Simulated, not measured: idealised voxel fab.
Presented below is a process module, voxel spacer lines.
cross-section cut | 220 nm wide | cells 5 nm
Each cross-section below is a grid of square cells, stated as bands in top-down order, with one or more rows of cells making up each band. Top, bottom (nm), then materials left to right with widths (nm); lone material tagged "throughout" fills the whole band edge to edge; "empty" = empty space. The reference from which all heights are counted is 0, the level beneath which the as-received wafer is entirely one material; the lowest band, having no lower bound, proceeds downward and is written after the example "0..down". Read "30..40" as a graded width: first number on top, second number at the bottom, same change between each pair of neighbouring rows. "all unchanged" after a step means that no cell of the cross-section changed. "Enclosed voids": empty spaces of 8 cells or more with no open way to the top, each given as width x height at distance, distance from the left edge, all in nm. Where a step's line continues beyond its settings, the continuation is a remark by the simulator itself on that step. "overlay nm", when on a step's line for a step with a mask, measures how far to the right of its planned place the mask lay; a negative measure means to the left.
-- This section lists the process steps that were planned
| 1 | RECEIVE,material Si |
| 2 | CONFORMAL_DEP,material Al2O3,thk nm 5 |
| 3 | DIRECTIONAL_DEP,material W,thk nm 10 |
| 4 | DIRECTIONAL_DEP,material aC,thk nm 20 |
| 5 | PATTERN,tone cover,mask id MANDREL,material resist,width nm 15,pitch nm 60,thk nm 30,overlay nm 0 |
| 6 | DIRECTIONAL_ETCH,etch materials aC,depth nm 20 |
| 7 | STRIP,etch materials resist |
| 8 | CONFORMAL_DEP,material SiO2,thk nm 15 |
| 9 | DIRECTIONAL_ETCH,etch materials SiO2,depth nm 15 |
| 10 | STRIP,etch materials aC |
| 11 | DIRECTIONAL_ETCH,etch materials W,depth nm 10 |
| 12 | STRIP,etch materials SiO2 |
| 13 | FILL_DEP,material SiO2,thk nm 10 |
| 14 | CMP,height nm 15 |
-- The first of the two wafers, which ran as planned
-- Shown in cross-section is the wafer as received, that is, as it stands after step 1
0..down = Si throughout
Enclosed voids: none
-- Wafer xsec, post step 2
5..0 = Al2O3 throughout
At heights below 0, the structure remains unaltered.
-- Wafer xsec, post step 3
15..5 = W throughout
At heights below 5, the structure remains unaltered.
-- Wafer xsec, post step 4
35..15 = aC throughout
At heights below 15, the structure remains unaltered.
-- Wafer xsec, post step 5
65..35 = empty (70) / resist (15) / empty (45) / resist (15) / empty (75)
At heights below 35, the structure remains unaltered.
-- Wafer xsec, post step 6
45..35 = empty (70) / resist (15) / empty (45) / resist (15) / empty (75)
35..15 = empty (70) / aC (15) / empty (45) / aC (15) / empty (75)
At heights below 15, the structure remains unaltered.
-- Wafer xsec, post step 7
35..15 = empty (70) / aC (15) / empty (45) / aC (15) / empty (75)
At heights below 15, the structure remains unaltered.
-- Wafer xsec, post step 8
50..35 = empty (55) / SiO2 (45) / empty (15) / SiO2 (45) / empty (60)
35..30 = empty (55) / SiO2 (15) / aC (15) / SiO2 (15) / empty (15) / SiO2 (15) / aC (15) / SiO2 (15) / empty (60)
30..15 = SiO2 (70) / aC (15) / SiO2 (45) / aC (15) / SiO2 (75)
At heights below 15, the structure remains unaltered.
-- Wafer xsec, post step 9
35..15 = empty (55) / SiO2 (15) / aC (15) / SiO2 (15) / empty (15) / SiO2 (15) / aC (15) / SiO2 (15) / empty (60)
At heights below 15, the structure remains unaltered.
-- Wafer xsec, post step 10
35..15 = empty (55) / SiO2 (15) / empty (15) / SiO2 (15) / empty (15) / SiO2 (15) / empty (15) / SiO2 (15) / empty (60)
At heights below 15, the structure remains unaltered.
-- Wafer xsec, post step 11
35..15 = empty (55) / SiO2 (15) / empty (15) / SiO2 (15) / empty (15) / SiO2 (15) / empty (15) / SiO2 (15) / empty (60)
15..5 = empty (55) / W (15) / empty (15) / W (15) / empty (15) / W (15) / empty (15) / W (15) / empty (60)
At heights below 5, the structure remains unaltered.
-- Wafer xsec, post step 12
15..5 = empty (55) / W (15) / empty (15) / W (15) / empty (15) / W (15) / empty (15) / W (15) / empty (60)
At heights below 5, the structure remains unaltered.
-- Wafer xsec, post step 13
25..15 = SiO2 throughout
15..5 = SiO2 (55) / W (15) / SiO2 (15) / W (15) / SiO2 (15) / W (15) / SiO2 (15) / W (15) / SiO2 (60)
At heights below 5, the structure remains unaltered.
-- Wafer xsec, post step 14
15..5 = SiO2 (55) / W (15) / SiO2 (15) / W (15) / SiO2 (15) / W (15) / SiO2 (15) / W (15) / SiO2 (60)
At heights below 5, the structure remains unaltered.
-- The second wafer: identical to the first at the outset and in its planned sequence, differing only in that one mistake was made during processing; up to and including step 1, its path is the first wafer's path
-- Second wafer profile in section, at the moment step 2 of the plan was meant to be complete
5..0 = aC throughout
At heights below 0, the structure remains unaltered.
-- Second wafer profile in section, at the moment step 3 of the plan was meant to be complete
15..5 = W throughout
At heights below 5, the structure remains unaltered.
-- Second wafer profile in section, at the moment step 4 of the plan was meant to be complete
35..15 = aC throughout
At heights below 15, the structure remains unaltered.
-- Second wafer profile in section, at the moment step 5 of the plan was meant to be complete
65..35 = empty (70) / resist (15) / empty (45) / resist (15) / empty (75)
At heights below 35, the structure remains unaltered.
-- Second wafer profile in section, at the moment step 6 of the plan was meant to be complete
45..35 = empty (70) / resist (15) / empty (45) / resist (15) / empty (75)
35..15 = empty (70) / aC (15) / empty (45) / aC (15) / empty (75)
At heights below 15, the structure remains unaltered.
-- Second wafer profile in section, at the moment step 7 of the plan was meant to be complete
35..15 = empty (70) / aC (15) / empty (45) / aC (15) / empty (75)
At heights below 15, the structure remains unaltered.
-- Second wafer profile in section, at the moment step 8 of the plan was meant to be complete
50..35 = empty (55) / SiO2 (45) / empty (15) / SiO2 (45) / empty (60)
35..30 = empty (55) / SiO2 (15) / aC (15) / SiO2 (15) / empty (15) / SiO2 (15) / aC (15) / SiO2 (15) / empty (60)
30..15 = SiO2 (70) / aC (15) / SiO2 (45) / aC (15) / SiO2 (75)
At heights below 15, the structure remains unaltered.
-- Second wafer profile in section, at the moment step 9 of the plan was meant to be complete
35..15 = empty (55) / SiO2 (15) / aC (15) / SiO2 (15) / empty (15) / SiO2 (15) / aC (15) / SiO2 (15) / empty (60)
At heights below 15, the structure remains unaltered.
-- Second wafer profile in section, at the moment step 10 of the plan was meant to be complete
35..15 = empty (55) / SiO2 (15) / empty (15) / SiO2 (15) / empty (15) / SiO2 (15) / empty (15) / SiO2 (15) / empty (60)
At heights below 15, the structure remains unaltered.
-- Second wafer profile in section, at the moment step 11 of the plan was meant to be complete
35..15 = empty (55) / SiO2 (15) / empty (15) / SiO2 (15) / empty (15) / SiO2 (15) / empty (15) / SiO2 (15) / empty (60)
15..5 = empty (55) / W (15) / empty (15) / W (15) / empty (15) / W (15) / empty (15) / W (15) / empty (60)
At heights below 5, the structure remains unaltered.
-- Second wafer profile in section, at the moment step 12 of the plan was meant to be complete
15..5 = empty (55) / W (15) / empty (15) / W (15) / empty (15) / W (15) / empty (15) / W (15) / empty (60)
At heights below 5, the structure remains unaltered.
-- Second wafer profile in section, at the moment step 13 of the plan was meant to be complete
25..15 = SiO2 throughout
15..5 = SiO2 (55) / W (15) / SiO2 (15) / W (15) / SiO2 (15) / W (15) / SiO2 (15) / W (15) / SiO2 (60)
At heights below 5, the structure remains unaltered.
-- Second wafer profile in section, at the moment step 14 of the plan was meant to be complete
15..5 = SiO2 (55) / W (15) / SiO2 (15) / W (15) / SiO2 (15) / W (15) / SiO2 (15) / W (15) / SiO2 (60)
At heights below 5, the structure remains unaltered.
Plan not followed: it should be noted that step 2 was executed with settings other than those planned, the operation and settings actually applied being CONFORMAL_DEP,material aC,thk nm 5
Wrapping up, a cell-based count of both wafers puts the second over or under the first for these materials: 44 fewer of Al2O3, 44 more of aC
